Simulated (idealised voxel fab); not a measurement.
The process module presented herein is designated voxel self aligned vias.
The cross-section shown here is cut; it is 225 nm wide and divided into square cells measuring 5 nm on a side.
Cross-section spec: square-cell grid; bands listed top down; each band is one or more rows.
Look at the band entry: it leads with the top's height and the bottom's height in nm. Then it lists the materials left to right, with a width in nm for each. The word "full width" on a single material says that material fills the band edge to edge. The word "blank" is empty space.
Heights are expressed relative to 0, this being the level below which the as-received wafer comprises one material exclusively. The lowest band is unbounded in the downward direction and is denoted as in "0 and below".
It should be noted that a width expressed as "30->40" varies in equal increments from row to row of cells within the band, taking the value of the first number at the top row and that of the second number at the bottom row.
Where the words "nothing got changed" appear for a step, the cross-section shows no cell changed by that step; every cell remained as before.
Voids not open to the top, 8 cells minimum: see "Cavities, closed". Written width x height at distance; distance is from the left edge; nm.
Formally, on a step line, whatever follows the settings is a remark that the simulator itself makes on the step.
Regarding "overlay nm": on a step with a mask, it is the distance the mask lay to the right of its planned place; a negative value places it to the left.
If you're wondering how to read the rest of this, here's the deal. It's pairs of cross-sections: one from before a process step, one from after it. The after one is only drawn as far down as the lowest band that changed. Right under each pair you'll see which step sits between them and what its settings were. Don't read the pairs as one continuous story, though. They can come from different runs of this module on the same starting wafer, and a pair only carries on from the one above it where its entry headed "Ex-ante state" says so.
EX-ANTE STATE
0 and below | Si full width
Cavities, closed: none
POST-STEP GEOMETRY
15 down to 0 | SiO2 full width
Under the height 0 nothing was changed.
Cavities, closed: none
Between before and after as drawn above: CONFORMAL_DEP,material SiO2,thk nm 15
Ex-ante state: after-state, pair directly above.
POST-STEP GEOMETRY
20 down to 15 | SiCN full width
Under the height 15 nothing was changed.
Cavities, closed: none
Between before and after as drawn above: CONFORMAL_DEP,material SiCN,thk nm 5
Ex-ante state: after-state, pair directly above.
POST-STEP GEOMETRY
40 down to 20 | SiO2 full width
Under the height 20 nothing was changed.
Cavities, closed: none
Between before and after as drawn above: DIRECTIONAL_DEP,material SiO2,thk nm 20
Ex-ante state: after-state, pair directly above.
POST-STEP GEOMETRY
50 down to 40 | aC full width
Under the height 40 nothing was changed.
Cavities, closed: none
Between before and after as drawn above: DIRECTIONAL_DEP,material aC,thk nm 10
Ex-ante state: after-state, pair directly above.
POST-STEP GEOMETRY
80 down to 50 | resist (55) | blank (20) | resist (25) | blank (20) | resist (25) | blank (20) | resist (60)
Under the height 50 nothing was changed.
Cavities, closed: none
Between before and after as drawn above: PATTERN,tone open,mask id LINES,material resist,width nm 20,pitch nm 45,thk nm 30,overlay nm 0
Ex-ante state: after-state, pair directly above.
POST-STEP GEOMETRY
70 down to 50 | resist (55) | blank (20) | resist (25) | blank (20) | resist (25) | blank (20) | resist (60)
50 down to 40 | aC (55) | blank (20) | aC (25) | blank (20) | aC (25) | blank (20) | aC (60)
Under the height 40 nothing was changed.
Cavities, closed: none
Between before and after as drawn above: DIRECTIONAL_ETCH,etch materials aC,depth nm 10
Ex-ante state: after-state, pair directly above.
POST-STEP GEOMETRY
50 down to 40 | aC (55) | blank (20) | aC (25) | blank (20) | aC (25) | blank (20) | aC (60)
Under the height 40 nothing was changed.
Cavities, closed: none
Between before and after as drawn above: STRIP,etch materials resist
Ex-ante state: after-state, pair directly above.
POST-STEP GEOMETRY
50 down to 40 | aC (55) | blank (20) | aC (25) | blank (20) | aC (25) | blank (20) | aC (60)
40 down to 20 | SiO2 (55) | blank (20) | SiO2 (25) | blank (20) | SiO2 (25) | blank (20) | SiO2 (60)
Under the height 20 nothing was changed.
Cavities, closed: none
Between before and after as drawn above: DIRECTIONAL_ETCH,etch materials SiO2,depth nm 20
Ex-ante state: after-state, pair directly above.
POST-STEP GEOMETRY
40 down to 20 | SiO2 (55) | blank (20) | SiO2 (25) | blank (20) | SiO2 (25) | blank (20) | SiO2 (60)
Under the height 20 nothing was changed.
Cavities, closed: none
Between before and after as drawn above: STRIP,etch materials aC
Ex-ante state: after-state, pair directly above.
POST-STEP GEOMETRY
45 down to 40 | TiN (60) | blank (10) | TiN (35) | blank (10) | TiN (35) | blank (10) | TiN (65)
40 down to 25 | SiO2 (55) | TiN (5) | blank (10) | TiN (5) | SiO2 (25) | TiN (5) | blank (10) | TiN (5) | SiO2 (25) | TiN (5) | blank (10) | TiN (5) | SiO2 (60)
25 down to 20 | SiO2 (55) | TiN (20) | SiO2 (25) | TiN (20) | SiO2 (25) | TiN (20) | SiO2 (60)
Under the height 20 nothing was changed.
Cavities, closed: none
Between before and after as drawn above: CONFORMAL_DEP,material TiN,thk nm 5
Ex-ante state: after-state, pair directly above.
POST-STEP GEOMETRY
50 down to 45 | Ru full width
45 down to 40 | TiN (60) | Ru (10) | TiN (35) | Ru (10) | TiN (35) | Ru (10) | TiN (65)
40 down to 25 | SiO2 (55) | TiN (5) | Ru (10) | TiN (5) | SiO2 (25) | TiN (5) | Ru (10) | TiN (5) | SiO2 (25) | TiN (5) | Ru (10) | TiN (5) | SiO2 (60)
Under the height 25 nothing was changed.
Cavities, closed: none
Between before and after as drawn above: FILL_DEP,material Ru,thk nm 5
Ex-ante state: after-state, pair directly above.
POST-STEP GEOMETRY
40 down to 25 | SiO2 (55) | TiN (5) | Ru (10) | TiN (5) | SiO2 (25) | TiN (5) | Ru (10) | TiN (5) | SiO2 (25) | TiN (5) | Ru (10) | TiN (5) | SiO2 (60)
Under the height 25 nothing was changed.
Cavities, closed: none
Between before and after as drawn above: CMP,height nm 40
Ex-ante state: after-state, pair directly above.
POST-STEP GEOMETRY
40 down to 30 | SiO2 (55) | blank (20) | SiO2 (25) | blank (20) | SiO2 (25) | blank (20) | SiO2 (60)
Under the height 30 nothing was changed.
Cavities, closed: none
Between before and after as drawn above: SELECTIVE_ETCH,etch materials W Ru TiN,depth nm 10
Ex-ante state: after-state, pair directly above.
POST-STEP GEOMETRY
50 down to 40 | SiN full width
40 down to 30 | SiO2 (55) | SiN (20) | SiO2 (25) | SiN (20) | SiO2 (25) | SiN (20) | SiO2 (60)
Under the height 30 nothing was changed.
Cavities, closed: none
Between before and after as drawn above: FILL_DEP,material SiN,thk nm 10
Ex-ante state: after-state, pair directly above.
POST-STEP GEOMETRY
40 down to 30 | SiO2 (55) | SiN (20) | SiO2 (25) | SiN (20) | SiO2 (25) | SiN (20) | SiO2 (60)
Under the height 30 nothing was changed.
Cavities, closed: none
Between before and after as drawn above: CMP,height nm 40
Ex-ante state: after-state, pair directly above.
POST-STEP GEOMETRY
60 down to 40 | SiO2 full width
Under the height 40 nothing was changed.
Cavities, closed: none
Between before and after as drawn above: DIRECTIONAL_DEP,material SiO2,thk nm 20
Ex-ante state: after-state, pair directly above.
POST-STEP GEOMETRY
60 down to 40 | SiO2 (50) | blank (30) | SiO2 (60) | blank (30) | SiO2 (55)
Under the height 40 nothing was changed.
Cavities, closed: none
Between before and after as drawn above: MASKED_ETCH,tone open,mask id VIAS,width nm 30,pitch nm 90,etch materials SiO2,depth nm 20,overlay nm 0
Ex-ante state: after-state, pair directly above.
POST-STEP GEOMETRY
60 down to 40 | SiO2 (50) | blank (30) | SiO2 (60) | blank (30) | SiO2 (55)
40 down to 30 | SiO2 (55) | blank (20) | SiO2 (25) | SiN (20) | SiO2 (25) | blank (20) | SiO2 (60)
Under the height 30 nothing was changed.
Cavities, closed: none
Between before and after as drawn above: MASKED_ETCH,tone open,mask id VIAS,width nm 30,pitch nm 90,etch materials SiN,depth nm 10,overlay nm 0
Ex-ante state: after-state, pair directly above.
POST-STEP GEOMETRY
65 down to 60 | TiN (55) | blank (20) | TiN (70) | blank (20) | TiN (60)
60 down to 45 | SiO2 (50) | TiN (5) | blank (20) | TiN (5) | SiO2 (60) | TiN (5) | blank (20) | TiN (5) | SiO2 (55)
45 down to 40 | SiO2 (50) | TiN (10) | blank (10) | TiN (10) | SiO2 (60) | TiN (10) | blank (10) | TiN (10) | SiO2 (55)
40 down to 35 | SiO2 (55) | TiN (5) | blank (10) | TiN (5) | SiO2 (25) | SiN (20) | SiO2 (25) | TiN (5) | blank (10) | TiN (5) | SiO2 (60)
35 down to 30 | SiO2 (55) | TiN (20) | SiO2 (25) | SiN (20) | SiO2 (25) | TiN (20) | SiO2 (60)
Under the height 30 nothing was changed.
Cavities, closed: none
Between before and after as drawn above: CONFORMAL_DEP,material TiN,thk nm 5
Ex-ante state: after-state, pair directly above.
POST-STEP GEOMETRY
75 down to 65 | W full width
65 down to 60 | TiN (55) | W (20) | TiN (70) | W (20) | TiN (60)
60 down to 45 | SiO2 (50) | TiN (5) | W (20) | TiN (5) | SiO2 (60) | TiN (5) | W (20) | TiN (5) | SiO2 (55)
45 down to 40 | SiO2 (50) | TiN (10) | W (10) | TiN (10) | SiO2 (60) | TiN (10) | W (10) | TiN (10) | SiO2 (55)
40 down to 35 | SiO2 (55) | TiN (5) | W (10) | TiN (5) | SiO2 (25) | SiN (20) | SiO2 (25) | TiN (5) | W (10) | TiN (5) | SiO2 (60)
Under the height 35 nothing was changed.
Cavities, closed: none
Between before and after as drawn above: FILL_DEP,material W,thk nm 10
Ex-ante state: after-state, pair directly above.
POST-STEP GEOMETRY
60 down to 45 | SiO2 (50) | TiN (5) | W (20) | TiN (5) | SiO2 (60) | TiN (5) | W (20) | TiN (5) | SiO2 (55)
Under the height 45 nothing was changed.
Cavities, closed: none
Between before and after as drawn above: CMP,height nm 60
Ex-ante state: after-state, pair directly above.
POST-STEP GEOMETRY
65 down to 60 | SiCN full width
Under the height 60 nothing was changed.
Cavities, closed: none
Between before and after as drawn above: CONFORMAL_DEP,material SiCN,thk nm 5
EX-ANTE STATE
15 down to 0 | SiO2 full width
0 and below | Si full width
Cavities, closed: none
POST-STEP GEOMETRY
35 down to 0 | SiO2 full width
Under the height 0 nothing was changed.
Cavities, closed: none
Between before and after as drawn above: DIRECTIONAL_DEP,material SiO2,thk nm 20
Ex-ante state: after-state, pair directly above.
POST-STEP GEOMETRY
45 down to 35 | aC full width
Under the height 35 nothing was changed.
Cavities, closed: none
Between before and after as drawn above: DIRECTIONAL_DEP,material aC,thk nm 10
Ex-ante state: after-state, pair directly above.
POST-STEP GEOMETRY
75 down to 45 | resist (55) | blank (20) | resist (25) | blank (20) | resist (25) | blank (20) | resist (60)
Under the height 45 nothing was changed.
Cavities, closed: none
Between before and after as drawn above: PATTERN,tone open,mask id LINES,material resist,width nm 20,pitch nm 45,thk nm 30,overlay nm 0
Ex-ante state: after-state, pair directly above.
POST-STEP GEOMETRY
65 down to 45 | resist (55) | blank (20) | resist (25) | blank (20) | resist (25) | blank (20) | resist (60)
45 down to 35 | aC (55) | blank (20) | aC (25) | blank (20) | aC (25) | blank (20) | aC (60)
Under the height 35 nothing was changed.
Cavities, closed: none
Between before and after as drawn above: DIRECTIONAL_ETCH,etch materials aC,depth nm 10
Ex-ante state: after-state, pair directly above.
POST-STEP GEOMETRY
45 down to 35 | aC (55) | blank (20) | aC (25) | blank (20) | aC (25) | blank (20) | aC (60)
Under the height 35 nothing was changed.
Cavities, closed: none
Between before and after as drawn above: STRIP,etch materials resist
Ex-ante state: after-state, pair directly above.
POST-STEP GEOMETRY
45 down to 35 | aC (55) | blank (20) | aC (25) | blank (20) | aC (25) | blank (20) | aC (60)
35 down to 15 | SiO2 (55) | blank (20) | SiO2 (25) | blank (20) | SiO2 (25) | blank (20) | SiO2 (60)
Under the height 15 nothing was changed.
Cavities, closed: none
Between before and after as drawn above: DIRECTIONAL_ETCH,etch materials SiO2,depth nm 20
Ex-ante state: after-state, pair directly above.
POST-STEP GEOMETRY
35 down to 15 | SiO2 (55) | blank (20) | SiO2 (25) | blank (20) | SiO2 (25) | blank (20) | SiO2 (60)
Under the height 15 nothing was changed.
Cavities, closed: none
Between before and after as drawn above: STRIP,etch materials aC
Ex-ante state: after-state, pair directly above.
POST-STEP GEOMETRY
40 down to 35 | TiN (60) | blank (10) | TiN (35) | blank (10) | TiN (35) | blank (10) | TiN (65)
35 down to 20 | SiO2 (55) | TiN (5) | blank (10) | TiN (5) | SiO2 (25) | TiN (5) | blank (10) | TiN (5) | SiO2 (25) | TiN (5) | blank (10) | TiN (5) | SiO2 (60)
20 down to 15 | SiO2 (55) | TiN (20) | SiO2 (25) | TiN (20) | SiO2 (25) | TiN (20) | SiO2 (60)
Under the height 15 nothing was changed.
Cavities, closed: none
Between before and after as drawn above: CONFORMAL_DEP,material TiN,thk nm 5
Ex-ante state: after-state, pair directly above.
POST-STEP GEOMETRY
45 down to 40 | Ru full width
40 down to 35 | TiN (60) | Ru (10) | TiN (35) | Ru (10) | TiN (35) | Ru (10) | TiN (65)
35 down to 20 | SiO2 (55) | TiN (5) | Ru (10) | TiN (5) | SiO2 (25) | TiN (5) | Ru (10) | TiN (5) | SiO2 (25) | TiN (5) | Ru (10) | TiN (5) | SiO2 (60)
Under the height 20 nothing was changed.
Cavities, closed: none
Between before and after as drawn above: FILL_DEP,material Ru,thk nm 5
Ex-ante state: after-state, pair directly above.
POST-STEP GEOMETRY
40 down to 35 | TiN (60) | Ru (10) | TiN (35) | Ru (10) | TiN (35) | Ru (10) | TiN (65)
Under the height 35 nothing was changed.
Cavities, closed: none
Between before and after as drawn above: CMP,height nm 40
Ex-ante state: after-state, pair directly above.
POST-STEP GEOMETRY
35 down to 30 | SiO2 (55) | blank (20) | SiO2 (25) | blank (20) | SiO2 (25) | blank (20) | SiO2 (60)
Under the height 30 nothing was changed.
Cavities, closed: none
Between before and after as drawn above: SELECTIVE_ETCH,etch materials W Ru TiN,depth nm 10
Ex-ante state: after-state, pair directly above.
POST-STEP GEOMETRY
45 down to 35 | SiN full width
35 down to 30 | SiO2 (55) | SiN (20) | SiO2 (25) | SiN (20) | SiO2 (25) | SiN (20) | SiO2 (60)
Under the height 30 nothing was changed.
Cavities, closed: none
Between before and after as drawn above: FILL_DEP,material SiN,thk nm 10
Ex-ante state: after-state, pair directly above.
POST-STEP GEOMETRY
40 down to 35 | SiN full width
Under the height 35 nothing was changed.
Cavities, closed: none
Between before and after as drawn above: CMP,height nm 40
Ex-ante state: after-state, pair directly above.
POST-STEP GEOMETRY
60 down to 40 | SiO2 full width
Under the height 40 nothing was changed.
Cavities, closed: none
Between before and after as drawn above: DIRECTIONAL_DEP,material SiO2,thk nm 20
Ex-ante state: after-state, pair directly above.
POST-STEP GEOMETRY
60 down to 40 | SiO2 (50) | blank (30) | SiO2 (60) | blank (30) | SiO2 (55)
Under the height 40 nothing was changed.
Cavities, closed: none
Between before and after as drawn above: MASKED_ETCH,tone open,mask id VIAS,width nm 30,pitch nm 90,etch materials SiO2,depth nm 20,overlay nm 0
Ex-ante state: after-state, pair directly above.
POST-STEP GEOMETRY
60 down to 40 | SiO2 (50) | blank (30) | SiO2 (60) | blank (30) | SiO2 (55)
40 down to 35 | SiN (50) | blank (30) | SiN (60) | blank (30) | SiN (55)
35 down to 30 | SiO2 (55) | blank (20) | SiO2 (25) | SiN (20) | SiO2 (25) | blank (20) | SiO2 (60)
Under the height 30 nothing was changed.
Cavities, closed: none
Between before and after as drawn above: MASKED_ETCH,tone open,mask id VIAS,width nm 30,pitch nm 90,etch materials SiN,depth nm 10,overlay nm 0
Ex-ante state: after-state, pair directly above.
POST-STEP GEOMETRY
65 down to 60 | TiN (55) | blank (20) | TiN (70) | blank (20) | TiN (60)
60 down to 40 | SiO2 (50) | TiN (5) | blank (20) | TiN (5) | SiO2 (60) | TiN (5) | blank (20) | TiN (5) | SiO2 (55)
40 down to 35 | SiN (50) | TiN (10) | blank (10) | TiN (10) | SiN (60) | TiN (10) | blank (10) | TiN (10) | SiN (55)
35 down to 30 | SiO2 (55) | TiN (20) | SiO2 (25) | SiN (20) | SiO2 (25) | TiN (20) | SiO2 (60)
Under the height 30 nothing was changed.
Cavities, closed: none
Between before and after as drawn above: CONFORMAL_DEP,material TiN,thk nm 5
Ex-ante state: after-state, pair directly above.
POST-STEP GEOMETRY
75 down to 65 | W full width
65 down to 60 | TiN (55) | W (20) | TiN (70) | W (20) | TiN (60)
60 down to 40 | SiO2 (50) | TiN (5) | W (20) | TiN (5) | SiO2 (60) | TiN (5) | W (20) | TiN (5) | SiO2 (55)
40 down to 35 | SiN (50) | TiN (10) | W (10) | TiN (10) | SiN (60) | TiN (10) | W (10) | TiN (10) | SiN (55)
Under the height 35 nothing was changed.
Cavities, closed: none
Between before and after as drawn above: FILL_DEP,material W,thk nm 10
Ex-ante state: after-state, pair directly above.
POST-STEP GEOMETRY
60 down to 40 | SiO2 (50) | TiN (5) | W (20) | TiN (5) | SiO2 (60) | TiN (5) | W (20) | TiN (5) | SiO2 (55)
Under the height 40 nothing was changed.
Cavities, closed: none
Between before and after as drawn above: CMP,height nm 60
Ex-ante state: after-state, pair directly above.
POST-STEP GEOMETRY
65 down to 60 | SiCN full width
Under the height 60 nothing was changed.
Cavities, closed: none
Between before and after as drawn above: CONFORMAL_DEP,material SiCN,thk nm 5
EX-ANTE STATE
60 down to 40 | SiO2 (50) | blank (30) | SiO2 (60) | blank (30) | SiO2 (55)
40 down to 30 | SiO2 (55) | SiN (20) | SiO2 (25) | SiN (20) | SiO2 (25) | SiN (20) | SiO2 (60)
30 down to 25 | SiO2 (55) | TiN (5) | Ru (10) | TiN (5) | SiO2 (25) | TiN (5) | Ru (10) | TiN (5) | SiO2 (25) | TiN (5) | Ru (10) | TiN (5) | SiO2 (60)
25 down to 20 | SiO2 (55) | TiN (20) | SiO2 (25) | TiN (20) | SiO2 (25) | TiN (20) | SiO2 (60)
20 down to 15 | SiCN full width
15 down to 0 | SiO2 full width
0 and below | Si full width
Cavities, closed: none
POST-STEP GEOMETRY
60 down to 40 | SiO2 (50) | blank (30) | SiO2 (60) | blank (30) | SiO2 (55)
40 down to 30 | SiO2 (50) | blank (5) | SiN (20) | blank (5) | SiO2 (20) | SiN (20) | SiO2 (20) | blank (5) | SiN (20) | blank (5) | SiO2 (55)
30 down to 25 | SiO2 (50) | blank (5) | TiN (5) | Ru (10) | TiN (5) | blank (5) | SiO2 (20) | TiN (5) | Ru (10) | TiN (5) | SiO2 (20) | blank (5) | TiN (5) | Ru (10) | TiN (5) | blank (5) | SiO2 (55)
25 down to 20 | SiO2 (50) | blank (5) | TiN (20) | blank (5) | SiO2 (20) | TiN (20) | SiO2 (20) | blank (5) | TiN (20) | blank (5) | SiO2 (55)
Under the height 20 nothing was changed.
Cavities, closed: none
Between before and after as drawn above: MASKED_ETCH,tone open,mask id VIAS,width nm 30,pitch nm 90,etch materials SiO2,depth nm 20,overlay nm 0
Ex-ante state: after-state, pair directly above.
POST-STEP GEOMETRY
60 down to 40 | SiO2 (50) | blank (30) | SiO2 (60) | blank (30) | SiO2 (55)
40 down to 30 | SiO2 (50) | blank (30) | SiO2 (20) | SiN (20) | SiO2 (20) | blank (30) | SiO2 (55)
Under the height 30 nothing was changed.
Cavities, closed: none
Between before and after as drawn above: MASKED_ETCH,tone open,mask id VIAS,width nm 30,pitch nm 90,etch materials SiN,depth nm 10,overlay nm 0
Ex-ante state: after-state, pair directly above.
POST-STEP GEOMETRY
65 down to 60 | TiN (55) | blank (20) | TiN (70) | blank (20) | TiN (60)
60 down to 40 | SiO2 (50) | TiN (5) | blank (20) | TiN (5) | SiO2 (60) | TiN (5) | blank (20) | TiN (5) | SiO2 (55)
40 down to 35 | SiO2 (50) | TiN (5) | blank (20) | TiN (5) | SiO2 (20) | SiN (20) | SiO2 (20) | TiN (5) | blank (20) | TiN (5) | SiO2 (55)
35 down to 30 | SiO2 (50) | TiN (30) | SiO2 (20) | SiN (20) | SiO2 (20) | TiN (30) | SiO2 (55)
30 down to 25 | SiO2 (50) | TiN (10) | Ru (10) | TiN (10) | SiO2 (20) | TiN (5) | Ru (10) | TiN (5) | SiO2 (20) | TiN (10) | Ru (10) | TiN (10) | SiO2 (55)
25 down to 20 | SiO2 (50) | TiN (30) | SiO2 (20) | TiN (20) | SiO2 (20) | TiN (30) | SiO2 (55)
Under the height 20 nothing was changed.
Cavities, closed: none
Between before and after as drawn above: CONFORMAL_DEP,material TiN,thk nm 5
Ex-ante state: after-state, pair directly above.
POST-STEP GEOMETRY
75 down to 65 | W full width
65 down to 60 | TiN (55) | W (20) | TiN (70) | W (20) | TiN (60)
60 down to 40 | SiO2 (50) | TiN (5) | W (20) | TiN (5) | SiO2 (60) | TiN (5) | W (20) | TiN (5) | SiO2 (55)
40 down to 35 | SiO2 (50) | TiN (5) | W (20) | TiN (5) | SiO2 (20) | SiN (20) | SiO2 (20) | TiN (5) | W (20) | TiN (5) | SiO2 (55)
Under the height 35 nothing was changed.
Cavities, closed: none
Between before and after as drawn above: FILL_DEP,material W,thk nm 10
Ex-ante state: after-state, pair directly above.
POST-STEP GEOMETRY
60 down to 40 | SiO2 (50) | TiN (5) | W (20) | TiN (5) | SiO2 (60) | TiN (5) | W (20) | TiN (5) | SiO2 (55)
Under the height 40 nothing was changed.
Cavities, closed: none
Between before and after as drawn above: CMP,height nm 60
Ex-ante state: after-state, pair directly above.
POST-STEP GEOMETRY
65 down to 60 | SiCN full width
Under the height 60 nothing was changed.
Cavities, closed: none
Between before and after as drawn above: CONFORMAL_DEP,material SiCN,thk nm 5
EX-ANTE STATE
40 down to 30 | SiO2 (55) | SiN (20) | SiO2 (25) | SiN (20) | SiO2 (25) | SiN (20) | SiO2 (60)
30 down to 25 | SiO2 (55) | TiN (5) | Ru (10) | TiN (5) | SiO2 (25) | TiN (5) | Ru (10) | TiN (5) | SiO2 (25) | TiN (5) | Ru (10) | TiN (5) | SiO2 (60)
25 down to 20 | SiO2 (55) | TiN (20) | SiO2 (25) | TiN (20) | SiO2 (25) | TiN (20) | SiO2 (60)
20 down to 15 | SiCN full width
15 down to 0 | SiO2 full width
0 and below | Si full width
Cavities, closed: none
POST-STEP GEOMETRY
40 down to 30 | SiO2 (50) | blank (5) | SiN (20) | blank (5) | SiO2 (20) | SiN (20) | SiO2 (20) | blank (5) | SiN (20) | blank (5) | SiO2 (55)
30 down to 25 | SiO2 (50) | blank (5) | TiN (5) | Ru (10) | TiN (5) | blank (5) | SiO2 (20) | TiN (5) | Ru (10) | TiN (5) | SiO2 (20) | blank (5) | TiN (5) | Ru (10) | TiN (5) | blank (5) | SiO2 (55)
25 down to 20 | SiO2 (50) | blank (5) | TiN (20) | blank (5) | SiO2 (20) | TiN (20) | SiO2 (20) | blank (5) | TiN (20) | blank (5) | SiO2 (55)
Under the height 20 nothing was changed.
Cavities, closed: none
Between before and after as drawn above: MASKED_ETCH,tone open,mask id VIAS,width nm 30,pitch nm 90,etch materials SiO2,depth nm 20,overlay nm 0
Ex-ante state: after-state, pair directly above.
POST-STEP GEOMETRY
60 down to 40 | SiO2 (50) | blank (5) | SiO2 (20) | blank (5) | SiO2 (60) | blank (5) | SiO2 (20) | blank (5) | SiO2 (55)
40 down to 30 | SiO2 (55) | SiN (20) | SiO2 (25) | SiN (20) | SiO2 (25) | SiN (20) | SiO2 (60)
30 down to 25 | SiO2 (55) | TiN (5) | Ru (10) | TiN (5) | SiO2 (25) | TiN (5) | Ru (10) | TiN (5) | SiO2 (25) | TiN (5) | Ru (10) | TiN (5) | SiO2 (60)
25 down to 20 | SiO2 (55) | TiN (20) | SiO2 (25) | TiN (20) | SiO2 (25) | TiN (20) | SiO2 (60)
Under the height 20 nothing was changed.
Cavities, closed: none
Between before and after as drawn above: DIRECTIONAL_DEP,material SiO2,thk nm 20
Ex-ante state: after-state, pair directly above.
POST-STEP GEOMETRY
65 down to 60 | TiN full width
60 down to 40 | SiO2 (50) | TiN (5) | SiO2 (20) | TiN (5) | SiO2 (60) | TiN (5) | SiO2 (20) | TiN (5) | SiO2 (55)
Under the height 40 nothing was changed.
Cavities, closed: none
Between before and after as drawn above: CONFORMAL_DEP,material TiN,thk nm 5
Ex-ante state: after-state, pair directly above.
POST-STEP GEOMETRY
75 down to 65 | W full width
Under the height 65 nothing was changed.
Cavities, closed: none
Between before and after as drawn above: FILL_DEP,material W,thk nm 10
Ex-ante state: after-state, pair directly above.
POST-STEP GEOMETRY
60 down to 40 | SiO2 (50) | TiN (5) | SiO2 (20) | TiN (5) | SiO2 (60) | TiN (5) | SiO2 (20) | TiN (5) | SiO2 (55)
Under the height 40 nothing was changed.
Cavities, closed: none
Between before and after as drawn above: CMP,height nm 60
Ex-ante state: after-state, pair directly above.
POST-STEP GEOMETRY
65 down to 60 | SiCN full width
Under the height 60 nothing was changed.
Cavities, closed: none
Between before and after as drawn above: CONFORMAL_DEP,material SiCN,thk nm 5
EX-ANTE STATE
60 down to 40 | SiO2 full width
40 down to 30 | SiO2 (55) | SiN (20) | SiO2 (25) | SiN (20) | SiO2 (25) | SiN (20) | SiO2 (60)
30 down to 25 | SiO2 (55) | TiN (5) | Ru (10) | TiN (5) | SiO2 (25) | TiN (5) | Ru (10) | TiN (5) | SiO2 (25) | TiN (5) | Ru (10) | TiN (5) | SiO2 (60)
25 down to 20 | SiO2 (55) | TiN (20) | SiO2 (25) | TiN (20) | SiO2 (25) | TiN (20) | SiO2 (60)
20 down to 15 | SiCN full width
15 down to 0 | SiO2 full width
0 and below | Si full width
Cavities, closed: none
POST-STEP GEOMETRY
60 down to 40 | SiO2 (50) | blank (30) | SiO2 (60) | blank (30) | SiO2 (55)
40 down to 30 | SiO2 (50) | blank (5) | SiN (20) | blank (5) | SiO2 (20) | SiN (20) | SiO2 (20) | blank (5) | SiN (20) | blank (5) | SiO2 (55)
Under the height 30 nothing was changed.
Cavities, closed: none
Between before and after as drawn above: MASKED_ETCH,tone open,mask id VIAS,width nm 30,pitch nm 90,etch materials SiO2,depth nm 30,overlay nm 0
Ex-ante state: after-state, pair directly above.
POST-STEP GEOMETRY
60 down to 40 | SiO2 (50) | blank (30) | SiO2 (60) | blank (30) | SiO2 (55)
40 down to 30 | SiO2 (50) | blank (30) | SiO2 (20) | SiN (20) | SiO2 (20) | blank (30) | SiO2 (55)
Under the height 30 nothing was changed.
Cavities, closed: none
Between before and after as drawn above: MASKED_ETCH,tone open,mask id VIAS,width nm 30,pitch nm 90,etch materials SiN,depth nm 10,overlay nm 0
Ex-ante state: after-state, pair directly above.
POST-STEP GEOMETRY
65 down to 60 | TiN (55) | blank (20) | TiN (70) | blank (20) | TiN (60)
60 down to 40 | SiO2 (50) | TiN (5) | blank (20) | TiN (5) | SiO2 (60) | TiN (5) | blank (20) | TiN (5) | SiO2 (55)
40 down to 35 | SiO2 (50) | TiN (5) | blank (20) | TiN (5) | SiO2 (20) | SiN (20) | SiO2 (20) | TiN (5) | blank (20) | TiN (5) | SiO2 (55)
35 down to 30 | SiO2 (50) | TiN (30) | SiO2 (20) | SiN (20) | SiO2 (20) | TiN (30) | SiO2 (55)
Under the height 30 nothing was changed.
Cavities, closed: none
Between before and after as drawn above: CONFORMAL_DEP,material TiN,thk nm 5
Ex-ante state: after-state, pair directly above.
POST-STEP GEOMETRY
75 down to 65 | W full width
65 down to 60 | TiN (55) | W (20) | TiN (70) | W (20) | TiN (60)
60 down to 40 | SiO2 (50) | TiN (5) | W (20) | TiN (5) | SiO2 (60) | TiN (5) | W (20) | TiN (5) | SiO2 (55)
40 down to 35 | SiO2 (50) | TiN (5) | W (20) | TiN (5) | SiO2 (20) | SiN (20) | SiO2 (20) | TiN (5) | W (20) | TiN (5) | SiO2 (55)
Under the height 35 nothing was changed.
Cavities, closed: none
Between before and after as drawn above: FILL_DEP,material W,thk nm 10
Ex-ante state: after-state, pair directly above.
POST-STEP GEOMETRY
60 down to 40 | SiO2 (50) | TiN (5) | W (20) | TiN (5) | SiO2 (60) | TiN (5) | W (20) | TiN (5) | SiO2 (55)
Under the height 40 nothing was changed.
Cavities, closed: none
Between before and after as drawn above: CMP,height nm 60
Ex-ante state: after-state, pair directly above.
POST-STEP GEOMETRY
65 down to 60 | SiCN full width
Under the height 60 nothing was changed.
Cavities, closed: none
Between before and after as drawn above: CONFORMAL_DEP,material SiCN,thk nm 5
EX-ANTE STATE
50 down to 40 | aC full width
40 down to 20 | SiO2 full width
20 down to 15 | SiCN full width
15 down to 0 | SiO2 full width
0 and below | Si full width
Cavities, closed: none
POST-STEP GEOMETRY
80 down to 50 | resist (55) | blank (25) | resist (20) | blank (25) | resist (20) | blank (25) | resist (55)
Under the height 50 nothing was changed.
Cavities, closed: none
Between before and after as drawn above: PATTERN,tone open,mask id LINES,material resist,width nm 25,pitch nm 45,thk nm 30,overlay nm 0
Ex-ante state: after-state, pair directly above.
POST-STEP GEOMETRY
70 down to 50 | resist (55) | blank (25) | resist (20) | blank (25) | resist (20) | blank (25) | resist (55)
50 down to 40 | aC (55) | blank (25) | aC (20) | blank (25) | aC (20) | blank (25) | aC (55)
Under the height 40 nothing was changed.
Cavities, closed: none
Between before and after as drawn above: DIRECTIONAL_ETCH,etch materials aC,depth nm 10
Ex-ante state: after-state, pair directly above.
POST-STEP GEOMETRY
50 down to 40 | aC (55) | blank (25) | aC (20) | blank (25) | aC (20) | blank (25) | aC (55)
Under the height 40 nothing was changed.
Cavities, closed: none
Between before and after as drawn above: STRIP,etch materials resist
Ex-ante state: after-state, pair directly above.
POST-STEP GEOMETRY
50 down to 40 | aC (55) | blank (25) | aC (20) | blank (25) | aC (20) | blank (25) | aC (55)
40 down to 20 | SiO2 (55) | blank (25) | SiO2 (20) | blank (25) | SiO2 (20) | blank (25) | SiO2 (55)
Under the height 20 nothing was changed.
Cavities, closed: none
Between before and after as drawn above: DIRECTIONAL_ETCH,etch materials SiO2,depth nm 20
Ex-ante state: after-state, pair directly above.
POST-STEP GEOMETRY
40 down to 20 | SiO2 (55) | blank (25) | SiO2 (20) | blank (25) | SiO2 (20) | blank (25) | SiO2 (55)
Under the height 20 nothing was changed.
Cavities, closed: none
Between before and after as drawn above: STRIP,etch materials aC
Ex-ante state: after-state, pair directly above.
POST-STEP GEOMETRY
45 down to 40 | TiN (60) | blank (15) | TiN (30) | blank (15) | TiN (30) | blank (15) | TiN (60)
40 down to 25 | SiO2 (55) | TiN (5) | blank (15) | TiN (5) | SiO2 (20) | TiN (5) | blank (15) | TiN (5) | SiO2 (20) | TiN (5) | blank (15) | TiN (5) | SiO2 (55)
25 down to 20 | SiO2 (55) | TiN (25) | SiO2 (20) | TiN (25) | SiO2 (20) | TiN (25) | SiO2 (55)
Under the height 20 nothing was changed.
Cavities, closed: none
Between before and after as drawn above: CONFORMAL_DEP,material TiN,thk nm 5
